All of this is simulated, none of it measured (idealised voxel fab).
A process module follows: voxel transistor to metal.
Square cells of 5 nm make up the cross-section cut, whose width is 150 nm.
A cross-section is a grid of square cells, given in bands from the top down. A band is one or more rows of cells. A band entry consists of two parts. The first gives the height of the band's top and the height of its bottom, in nm. The rest lists the band's materials from left to right, each with its width in nm. A single material labelled with the word "full width" fills the band from edge to edge, and the word "blank" marks empty space. All heights in this document are referenced to 0, defined as the level beneath which the wafer, as received, consists entirely of one material. The lowest band is not bounded below; it extends indefinitely downward and is written in the form "0 down". Width spec "30->40" -> top row of cells at first value, bottom row at second value, equal per-row change in between. No cell of the cross-section changed in a step that is given as "same as before". Each empty space that has no open way to the top and spans at least 8 cells appears under "Entrapped voids" as width x height at distance, the distance counted from the left edge, all in nm. Post-settings text on a step line: simulator's own remark regarding the step. The "overlay nm" setting may appear on a step's line; for a step that uses a mask, it gives how far to the right of its planned position the mask lay, and a negative value indicates the left. Note on reading: below, each pair holds a cross-section from before one process step and one from after it; the one from after shows only down to the lowest band that changed. Beneath the pair, the step in between is stated along with its settings. The pairs can stem from different runs of this module on the same starting wafer. Where a pair's entry headed "Pre-step geometry" says so, and only there, that pair continues from the pair above it.
Pre-step geometry:
	20 to 0  SiO2 50 nm, then SiN 5 nm, then HfO2 5 nm, then TiN 5 nm, then W 15 nm, then TiN 5 nm, then HfO2 5 nm, then SiN 5 nm, then SiO2 55 nm
	0 to -5  SiO2 40 nm, then SiGe 10 nm, then SiN 5 nm, then HfO2 5 nm, then TiN 25 nm, then HfO2 5 nm, then SiN 5 nm, then SiGe 10 nm, then SiO2 45 nm
	-5 to -10  SiO2 20 nm, then SiGe 30 nm, then SiO2 5 nm, then HfO2 35 nm, then SiO2 5 nm, then SiGe 30 nm, then SiO2 25 nm
	-10 to -15  SiO2 25 nm, then SiGe 25 nm, then Si 45 nm, then SiGe 25 nm, then SiO2 30 nm
	-15 to -40  SiO2 25 nm, then Si 95 nm, then SiO2 30 nm
	-40 down  Si full width
	Entrapped voids: none
Sectional Result:
	35 to 20  W full width
	All layers under 20 are left as they were.
	Entrapped voids: none
Between before and after above, the operation and settings are DIRECTIONAL_DEP [material W] [thk nm 15]
Pre-step geometry: This step starts from the configuration shown after the step in the pair immediately above.
Sectional Result:
	40 to 35  TiN full width
	All layers under 35 are left as they were.
	Entrapped voids: none
Between before and after above, the operation and settings are CONFORMAL_DEP [material TiN] [thk nm 5]
Pre-step geometry: This step starts from the configuration shown after the step in the pair immediately above.
Sectional Result:
	50 to 40  Ru full width
	All layers under 40 are left as they were.
	Entrapped voids: none
Between before and after above, the operation and settings are FILL_DEP [material Ru] [thk nm 10]
Pre-step geometry: This step starts from the configuration shown after the step in the pair immediately above.
Sectional Result:
	35 to 20  W full width
	All layers under 20 are left as they were.
	Entrapped voids: none
Between before and after above, the operation and settings are CMP [height nm 35]
Pre-step geometry: This step starts from the configuration shown after the step in the pair immediately above.
Sectional Result:
	40 to 35  SiCN full width
	All layers under 35 are left as they were.
	Entrapped voids: none
Between before and after above, the operation and settings are CONFORMAL_DEP [material SiCN] [thk nm 5]
Pre-step geometry: This step starts from the configuration shown after the step in the pair immediately above.
Sectional Result:
	60 to 40  SiO2 full width
	All layers under 40 are left as they were.
	Entrapped voids: none
Between before and after above, the operation and settings are DIRECTIONAL_DEP [material SiO2] [thk nm 20]
Pre-step geometry: This step starts from the configuration shown after the step in the pair immediately above.
Sectional Result:
	75 to 60  resist 30 nm, then blank 15 nm, then resist 55 nm, then blank 15 nm, then resist 35 nm
	All layers under 60 are left as they were.
	Entrapped voids: none
Between before and after above, the operation and settings are PATTERN [tone open] [mask id METAL_1] [material resist] [width nm 15] [pitch nm 70] [thk nm 15] [overlay nm 0]
Pre-step geometry: This step starts from the configuration shown after the step in the pair immediately above.
Sectional Result:
	75 to 60  resist 30 nm, then blank 15 nm, then resist 55 nm, then blank 15 nm, then resist 35 nm
	60 to 40  SiO2 30 nm, then blank 15 nm, then SiO2 55 nm, then blank 15 nm, then SiO2 35 nm
	All layers under 40 are left as they were.
	Entrapped voids: none
Between before and after above, the operation and settings are DIRECTIONAL_ETCH [etch materials SiO2] [depth nm 20]
Pre-step geometry: This step starts from the configuration shown after the step in the pair immediately above.
Sectional Result:
	75 to 60  resist 30 nm, then blank 15 nm, then resist 55 nm, then blank 15 nm, then resist 35 nm
	60 to 40  SiO2 30 nm, then blank 15 nm, then SiO2 55 nm, then blank 15 nm, then SiO2 35 nm
	40 to 35  SiCN 30 nm, then blank 15 nm, then SiCN 55 nm, then blank 15 nm, then SiCN 35 nm
	All layers under 35 are left as they were.
	Entrapped voids: none
Between before and after above, the operation and settings are DIRECTIONAL_ETCH [etch materials SiCN] [depth nm 5]
Pre-step geometry: This step starts from the configuration shown after the step in the pair immediately above.
Sectional Result:
	60 to 40  SiO2 30 nm, then blank 15 nm, then SiO2 55 nm, then blank 15 nm, then SiO2 35 nm
	All layers under 40 are left as they were.
	Entrapped voids: none
Between before and after above, the operation and settings are STRIP [etch materials resist]
Pre-step geometry: This step starts from the configuration shown after the step in the pair immediately above.
Sectional Result:
	65 to 60  TiN 35 nm, then blank 5 nm, then TiN 65 nm, then blank 5 nm, then TiN 40 nm
	60 to 40  SiO2 30 nm, then TiN 5 nm, then blank 5 nm, then TiN 5 nm, then SiO2 55 nm, then TiN 5 nm, then blank 5 nm, then TiN 5 nm, then SiO2 35 nm
	40 to 35  SiCN 30 nm, then TiN 15 nm, then SiCN 55 nm, then TiN 15 nm, then SiCN 35 nm
	All layers under 35 are left as they were.
	Entrapped voids: none
Between before and after above, the operation and settings are CONFORMAL_DEP [material TiN] [thk nm 5]
Pre-step geometry: This step starts from the configuration shown after the step in the pair immediately above.
Sectional Result:
	75 to 65  Cu full width
	65 to 60  TiN 35 nm, then Cu 5 nm, then TiN 65 nm, then Cu 5 nm, then TiN 40 nm
	60 to 40  SiO2 30 nm, then TiN 5 nm, then Cu 5 nm, then TiN 5 nm, then SiO2 55 nm, then TiN 5 nm, then Cu 5 nm, then TiN 5 nm, then SiO2 35 nm
	All layers under 40 are left as they were.
	Entrapped voids: none
Between before and after above, the operation and settings are FILL_DEP [material Cu] [thk nm 10]
Pre-step geometry: This step starts from the configuration shown after the step in the pair immediately above.
Sectional Result:
	60 to 40  SiO2 30 nm, then TiN 5 nm, then Cu 5 nm, then TiN 5 nm, then SiO2 55 nm, then TiN 5 nm, then Cu 5 nm, then TiN 5 nm, then SiO2 35 nm
	All layers under 40 are left as they were.
	Entrapped voids: none
Between before and after above, the operation and settings are CMP [height nm 60]
Pre-step geometry: This step starts from the configuration shown after the step in the pair immediately above.
Sectional Result:
	65 to 60  SiN full width
	All layers under 60 are left as they were.
	Entrapped voids: none
Between before and after above, the operation and settings are CONFORMAL_DEP [material SiN] [thk nm 5]
Pre-step geometry:
	35 to 20  SiO2 full width
	20 to 0  SiO2 50 nm, then SiN 5 nm, then HfO2 5 nm, then TiN 5 nm, then W 15 nm, then TiN 5 nm, then HfO2 5 nm, then SiN 5 nm, then SiO2 55 nm
	0 to -5  SiO2 40 nm, then SiGe 10 nm, then SiN 5 nm, then HfO2 5 nm, then TiN 25 nm, then HfO2 5 nm, then SiN 5 nm, then SiGe 10 nm, then SiO2 45 nm
	-5 to -10  SiO2 20 nm, then SiGe 30 nm, then SiO2 5 nm, then HfO2 35 nm, then SiO2 5 nm, then SiGe 30 nm, then SiO2 25 nm
	-10 to -15  SiO2 25 nm, then SiGe 25 nm, then Si 45 nm, then SiGe 25 nm, then SiO2 30 nm
	-15 to -40  SiO2 25 nm, then Si 95 nm, then SiO2 30 nm
	-40 down  Si full width
	Entrapped voids: none
Sectional Result:
	35 to 20  blank 30 nm, then SiO2 15 nm, then blank 55 nm, then SiO2 15 nm, then blank 35 nm
	20 to 0  blank 30 nm, then SiO2 15 nm, then blank 5 nm, then SiN 5 nm, then HfO2 5 nm, then TiN 5 nm, then W 15 nm, then TiN 5 nm, then HfO2 5 nm, then SiN 5 nm, then blank 5 nm, then SiO2 15 nm, then blank 35 nm
	0 to -5  blank 30 nm, then SiO2 10 nm, then SiGe 10 nm, then SiN 5 nm, then HfO2 5 nm, then TiN 25 nm, then HfO2 5 nm, then SiN 5 nm, then SiGe 10 nm, then SiO2 10 nm, then blank 35 nm
	All layers under -5 are left as they were.
	Entrapped voids: none
Between before and after above, the operation and settings are MASKED_ETCH [tone cover] [mask id CONTACT] [width nm 15] [pitch nm 70] [etch materials SiO2] [depth nm 40] [overlay nm 0]
Pre-step geometry: This step starts from the configuration shown after the step in the pair immediately above.
Sectional Result:
	40 to 35  blank 25 nm, then TiN 25 nm, then blank 45 nm, then TiN 25 nm, then blank 30 nm
	35 to 25  blank 25 nm, then TiN 5 nm, then SiO2 15 nm, then TiN 5 nm, then blank 45 nm, then TiN 5 nm, then SiO2 15 nm, then TiN 5 nm, then blank 30 nm
	25 to 20  blank 25 nm, then TiN 5 nm, then SiO2 15 nm, then TiN 55 nm, then SiO2 15 nm, then TiN 5 nm, then blank 30 nm
	20 to 0  blank 25 nm, then TiN 5 nm, then SiO2 15 nm, then TiN 5 nm, then SiN 5 nm, then HfO2 5 nm, then TiN 5 nm, then W 15 nm, then TiN 5 nm, then HfO2 5 nm, then SiN 5 nm, then TiN 5 nm, then SiO2 15 nm, then TiN 5 nm, then blank 30 nm
	0 to -5  TiN 30 nm, then SiO2 10 nm, then SiGe 10 nm, then SiN 5 nm, then HfO2 5 nm, then TiN 25 nm, then HfO2 5 nm, then SiN 5 nm, then SiGe 10 nm, then SiO2 10 nm, then TiN 35 nm
	All layers under -5 are left as they were.
	Entrapped voids: none
Between before and after above, the operation and settings are CONFORMAL_DEP [material TiN] [thk nm 5]
Pre-step geometry: This step starts from the configuration shown after the step in the pair immediately above.
Sectional Result:
	50 to 40  Ru full width
	40 to 35  Ru 25 nm, then TiN 25 nm, then Ru 45 nm, then TiN 25 nm, then Ru 30 nm
	35 to 25  Ru 25 nm, then TiN 5 nm, then SiO2 15 nm, then TiN 5 nm, then Ru 45 nm, then TiN 5 nm, then SiO2 15 nm, then TiN 5 nm, then Ru 30 nm
	25 to 20  Ru 25 nm, then TiN 5 nm, then SiO2 15 nm, then TiN 55 nm, then SiO2 15 nm, then TiN 5 nm, then Ru 30 nm
	20 to 0  Ru 25 nm, then TiN 5 nm, then SiO2 15 nm, then TiN 5 nm, then SiN 5 nm, then HfO2 5 nm, then TiN 5 nm, then W 15 nm, then TiN 5 nm, then HfO2 5 nm, then SiN 5 nm, then TiN 5 nm, then SiO2 15 nm, then TiN 5 nm, then Ru 30 nm
	All layers under 0 are left as they were.
	Entrapped voids: none
Between before and after above, the operation and settings are FILL_DEP [material Ru] [thk nm 10]
Pre-step geometry: This step starts from the configuration shown after the step in the pair immediately above.
Sectional Result:
	35 to 25  Ru 25 nm, then TiN 5 nm, then SiO2 15 nm, then TiN 5 nm, then Ru 45 nm, then TiN 5 nm, then SiO2 15 nm, then TiN 5 nm, then Ru 30 nm
	All layers under 25 are left as they were.
	Entrapped voids: none
Between before and after above, the operation and settings are CMP [height nm 35]
Pre-step geometry: This step starts from the configuration shown after the step in the pair immediately above.
Sectional Result:
	40 to 35  SiCN full width
	All layers under 35 are left as they were.
	Entrapped voids: none
Between before and after above, the operation and settings are CONFORMAL_DEP [material SiCN] [thk nm 5]
Pre-step geometry: This step starts from the configuration shown after the step in the pair immediately above.
Sectional Result:
	60 to 40  SiO2 full width
	All layers under 40 are left as they were.
	Entrapped voids: none
Between before and after above, the operation and settings are DIRECTIONAL_DEP [material SiO2] [thk nm 20]
Pre-step geometry: This step starts from the configuration shown after the step in the pair immediately above.
Sectional Result:
	75 to 60  resist 30 nm, then blank 15 nm, then resist 55 nm, then blank 15 nm, then resist 35 nm
	All layers under 60 are left as they were.
	Entrapped voids: none
Between before and after above, the operation and settings are PATTERN [tone open] [mask id METAL_1] [material resist] [width nm 15] [pitch nm 70] [thk nm 15] [overlay nm 0]
Pre-step geometry: This step starts from the configuration shown after the step in the pair immediately above.
Sectional Result:
	75 to 60  resist 30 nm, then blank 15 nm, then resist 55 nm, then blank 15 nm, then resist 35 nm
	60 to 40  SiO2 30 nm, then blank 15 nm, then SiO2 55 nm, then blank 15 nm, then SiO2 35 nm
	All layers under 40 are left as they were.
	Entrapped voids: none
Between before and after above, the operation and settings are DIRECTIONAL_ETCH [etch materials SiO2] [depth nm 20]
Pre-step geometry: This step starts from the configuration shown after the step in the pair immediately above.
Sectional Result:
	75 to 60  resist 30 nm, then blank 15 nm, then resist 55 nm, then blank 15 nm, then resist 35 nm
	60 to 40  SiO2 30 nm, then blank 15 nm, then SiO2 55 nm, then blank 15 nm, then SiO2 35 nm
	40 to 35  SiCN 30 nm, then blank 15 nm, then SiCN 55 nm, then blank 15 nm, then SiCN 35 nm
	All layers under 35 are left as they were.
	Entrapped voids: none
Between before and after above, the operation and settings are DIRECTIONAL_ETCH [etch materials SiCN] [depth nm 5]
Pre-step geometry: This step starts from the configuration shown after the step in the pair immediately above.
Sectional Result:
	60 to 40  SiO2 30 nm, then blank 15 nm, then SiO2 55 nm, then blank 15 nm, then SiO2 35 nm
	All layers under 40 are left as they were.
	Entrapped voids: none
Between before and after above, the operation and settings are STRIP [etch materials resist]
Pre-step geometry: This step starts from the configuration shown after the step in the pair immediately above.
Sectional Result:
	65 to 60  TiN 35 nm, then blank 5 nm, then TiN 65 nm, then blank 5 nm, then TiN 40 nm
	60 to 40  SiO2 30 nm, then TiN 5 nm, then blank 5 nm, then TiN 5 nm, then SiO2 55 nm, then TiN 5 nm, then blank 5 nm, then TiN 5 nm, then SiO2 35 nm
	40 to 35  SiCN 30 nm, then TiN 15 nm, then SiCN 55 nm, then TiN 15 nm, then SiCN 35 nm
	All layers under 35 are left as they were.
	Entrapped voids: none
Between before and after above, the operation and settings are CONFORMAL_DEP [material TiN] [thk nm 5]
Pre-step geometry: This step starts from the configuration shown after the step in the pair immediately above.
Sectional Result:
	75 to 65  Cu full width
	65 to 60  TiN 35 nm, then Cu 5 nm, then TiN 65 nm, then Cu 5 nm, then TiN 40 nm
	60 to 40  SiO2 30 nm, then TiN 5 nm, then Cu 5 nm, then TiN 5 nm, then SiO2 55 nm, then TiN 5 nm, then Cu 5 nm, then TiN 5 nm, then SiO2 35 nm
	All layers under 40 are left as they were.
	Entrapped voids: none
Between before and after above, the operation and settings are FILL_DEP [material Cu] [thk nm 10]
Pre-step geometry: This step starts from the configuration shown after the step in the pair immediately above.
Sectional Result:
	60 to 40  SiO2 30 nm, then TiN 5 nm, then Cu 5 nm, then TiN 5 nm, then SiO2 55 nm, then TiN 5 nm, then Cu 5 nm, then TiN 5 nm, then SiO2 35 nm
	All layers under 40 are left as they were.
	Entrapped voids: none
Between before and after above, the operation and settings are CMP [height nm 60]
Pre-step geometry: This step starts from the configuration shown after the step in the pair immediately above.
Sectional Result:
	65 to 60  SiN full width
	All layers under 60 are left as they were.
	Entrapped voids: none
Between before and after above, the operation and settings are CONFORMAL_DEP [material SiN] [thk nm 5]
